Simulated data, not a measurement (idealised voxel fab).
Process module name: voxel spacer lines
Section cut is 210 nm wide and gridded with 5 nm square cells.
A cross-section in this document is a grid of square cells, and it is written down as bands, the top band listed before the ones below it; a band is made up of one or more rows of cells. Read a band's entry like this: the first values are the height of its top and the height of its bottom in nm, and what follows is the sequence of materials from left to right, each with its width in nm. Note that "blank" is empty space, and that a single material marked "edge to edge" reaches across the band from edge to edge. Measure heights from 0. That's the level where, below it, the as-received wafer is all one material. The lowest band is bottomless and extends downward; write it as in "from 0 down". Width "30..40": first value at the band's top row of cells, second value at its bottom row, equal change from row to row. For the purposes of this document, the phrase "no change occurred" attached to a step denotes that no cell within the cross-section was modified by that step. Empty spaces without an open route to the top, at least 8 cells in extent, make up the entry "Unvented voids"; each is given as width x height at distance, where the distance is measured from the left edge, and all are in nm. Heads up: the bit after the settings on a step's line is the simulator's remark on that step. overlay nm: for a step with a mask, the amount by which the mask lay right of where it was planned; a negative amount means left of it.
### List of planned process steps
- 1: RECEIVE with material Si
- 2: CONFORMAL_DEP with material Al2O3, thk nm 10
- 3: DIRECTIONAL_DEP with material W, thk nm 15
- 4: DIRECTIONAL_DEP with material aC, thk nm 30
- 5: PATTERN with tone cover, mask id MANDREL, material resist, width nm 20, pitch nm 70, thk nm 35, overlay nm 0
- 6: DIRECTIONAL_ETCH with etch materials aC, depth nm 30
- 7: STRIP with etch materials resist
- 8: CONFORMAL_DEP with material SiO2, thk nm 15
- 9: DIRECTIONAL_ETCH with etch materials SiO2, depth nm 15
- 10: STRIP with etch materials aC
- 11: DIRECTIONAL_ETCH with etch materials W, depth nm 15
- 12: STRIP with etch materials SiO2
- 13: FILL_DEP with material lowk, thk nm 10
- 14: CMP with height nm 25
### So, the first of our two wafers, run just as we planned it
### This is the cross-section of the wafer as we received it, i.e. after step 1
	from 0 down = Si edge to edge
	Unvented voids: none
### Wafer xsec, post step 2
	from 10 to 0 = Al2O3 edge to edge
	Unchanged below 0.
### Wafer xsec, post step 3
	from 25 to 10 = W edge to edge
	Unchanged below 10.
### Wafer xsec, post step 4
	from 55 to 25 = aC edge to edge
	Unchanged below 25.
### Wafer xsec, post step 5
	from 90 to 55 = blank 60 nm, resist 20 nm, blank 50 nm, resist 20 nm, blank 60 nm
	Unchanged below 55.
### Wafer xsec, post step 6
	from 60 to 55 = blank 60 nm, resist 20 nm, blank 50 nm, resist 20 nm, blank 60 nm
	from 55 to 25 = blank 60 nm, aC 20 nm, blank 50 nm, aC 20 nm, blank 60 nm
	Unchanged below 25.
### Wafer xsec, post step 7
	from 55 to 25 = blank 60 nm, aC 20 nm, blank 50 nm, aC 20 nm, blank 60 nm
	Unchanged below 25.
### Wafer xsec, post step 8
	from 70 to 55 = blank 45 nm, SiO2 50 nm, blank 20 nm, SiO2 50 nm, blank 45 nm
	from 55 to 40 = blank 45 nm, SiO2 15 nm, aC 20 nm, SiO2 15 nm, blank 20 nm, SiO2 15 nm, aC 20 nm, SiO2 15 nm, blank 45 nm
	from 40 to 25 = SiO2 60 nm, aC 20 nm, SiO2 50 nm, aC 20 nm, SiO2 60 nm
	Unchanged below 25.
### Wafer xsec, post step 9
	from 55 to 25 = blank 45 nm, SiO2 15 nm, aC 20 nm, SiO2 15 nm, blank 20 nm, SiO2 15 nm, aC 20 nm, SiO2 15 nm, blank 45 nm
	Unchanged below 25.
### Wafer xsec, post step 10
	from 55 to 25 = blank 45 nm, SiO2 15 nm, blank 20 nm, SiO2 15 nm, blank 20 nm, SiO2 15 nm, blank 20 nm, SiO2 15 nm, blank 45 nm
	Unchanged below 25.
### Wafer xsec, post step 11
	from 55 to 25 = blank 45 nm, SiO2 15 nm, blank 20 nm, SiO2 15 nm, blank 20 nm, SiO2 15 nm, blank 20 nm, SiO2 15 nm, blank 45 nm
	from 25 to 10 = blank 45 nm, W 15 nm, blank 20 nm, W 15 nm, blank 20 nm, W 15 nm, blank 20 nm, W 15 nm, blank 45 nm
	Unchanged below 10.
### Wafer xsec, post step 12
	from 25 to 10 = blank 45 nm, W 15 nm, blank 20 nm, W 15 nm, blank 20 nm, W 15 nm, blank 20 nm, W 15 nm, blank 45 nm
	Unchanged below 10.
### Wafer xsec, post step 13
	from 35 to 25 = lowk edge to edge
	from 25 to 10 = lowk 45 nm, W 15 nm, lowk 20 nm, W 15 nm, lowk 20 nm, W 15 nm, lowk 20 nm, W 15 nm, lowk 45 nm
	Unchanged below 10.
### Wafer xsec, post step 14
	from 25 to 10 = lowk 45 nm, W 15 nm, lowk 20 nm, W 15 nm, lowk 20 nm, W 15 nm, lowk 20 nm, W 15 nm, lowk 45 nm
	Unchanged below 10.
### Second wafer: same start and same plan as the first, one execution error; identical to the first through step 4
### Cross-section: second wafer, time at which step 5 was scheduled to end
	from 90 to 55 = blank 55 nm, resist 30 nm, blank 40 nm, resist 30 nm, blank 55 nm
	Unchanged below 55.
### Cross-section: second wafer, time at which step 6 was scheduled to end
	from 60 to 55 = blank 55 nm, resist 30 nm, blank 40 nm, resist 30 nm, blank 55 nm
	from 55 to 25 = blank 55 nm, aC 30 nm, blank 40 nm, aC 30 nm, blank 55 nm
	Unchanged below 25.
### Cross-section: second wafer, time at which step 7 was scheduled to end
	from 55 to 25 = blank 55 nm, aC 30 nm, blank 40 nm, aC 30 nm, blank 55 nm
	Unchanged below 25.
### Cross-section: second wafer, time at which step 8 was scheduled to end
	from 70 to 55 = blank 40 nm, SiO2 60 nm, blank 10 nm, SiO2 60 nm, blank 40 nm
	from 55 to 40 = blank 40 nm, SiO2 15 nm, aC 30 nm, SiO2 15 nm, blank 10 nm, SiO2 15 nm, aC 30 nm, SiO2 15 nm, blank 40 nm
	from 40 to 25 = SiO2 55 nm, aC 30 nm, SiO2 40 nm, aC 30 nm, SiO2 55 nm
	Unchanged below 25.
### Cross-section: second wafer, time at which step 9 was scheduled to end
	from 55 to 25 = blank 40 nm, SiO2 15 nm, aC 30 nm, SiO2 15 nm, blank 10 nm, SiO2 15 nm, aC 30 nm, SiO2 15 nm, blank 40 nm
	Unchanged below 25.
### Cross-section: second wafer, time at which step 10 was scheduled to end
	from 55 to 25 = blank 40 nm, SiO2 15 nm, blank 30 nm, SiO2 15 nm, blank 10 nm, SiO2 15 nm, blank 30 nm, SiO2 15 nm, blank 40 nm
	Unchanged below 25.
### Cross-section: second wafer, time at which step 11 was scheduled to end
	from 55 to 25 = blank 40 nm, SiO2 15 nm, blank 30 nm, SiO2 15 nm, blank 10 nm, SiO2 15 nm, blank 30 nm, SiO2 15 nm, blank 40 nm
	from 25 to 10 = blank 40 nm, W 15 nm, blank 30 nm, W 15 nm, blank 10 nm, W 15 nm, blank 30 nm, W 15 nm, blank 40 nm
	Unchanged below 10.
### Cross-section: second wafer, time at which step 12 was scheduled to end
	from 25 to 10 = blank 40 nm, W 15 nm, blank 30 nm, W 15 nm, blank 10 nm, W 15 nm, blank 30 nm, W 15 nm, blank 40 nm
	Unchanged below 10.
### Cross-section: second wafer, time at which step 13 was scheduled to end
	from 35 to 25 = lowk edge to edge
	from 25 to 10 = lowk 40 nm, W 15 nm, lowk 30 nm, W 15 nm, lowk 10 nm, W 15 nm, lowk 30 nm, W 15 nm, lowk 40 nm
	Unchanged below 10.
### Cross-section: second wafer, time at which step 14 was scheduled to end
	from 25 to 10 = lowk 40 nm, W 15 nm, lowk 30 nm, W 15 nm, lowk 10 nm, W 15 nm, lowk 30 nm, W 15 nm, lowk 40 nm
	Unchanged below 10.
what went wrong: it should be noted that step 5 was executed with settings other than those planned, the operation and settings actually applied being PATTERN with tone cover, mask id MANDREL, material resist, width nm 30, pitch nm 70, thk nm 35, overlay nm 0
Matching per-material cell counts, mismatched positions: that is how the second wafer compares with the first at the end.
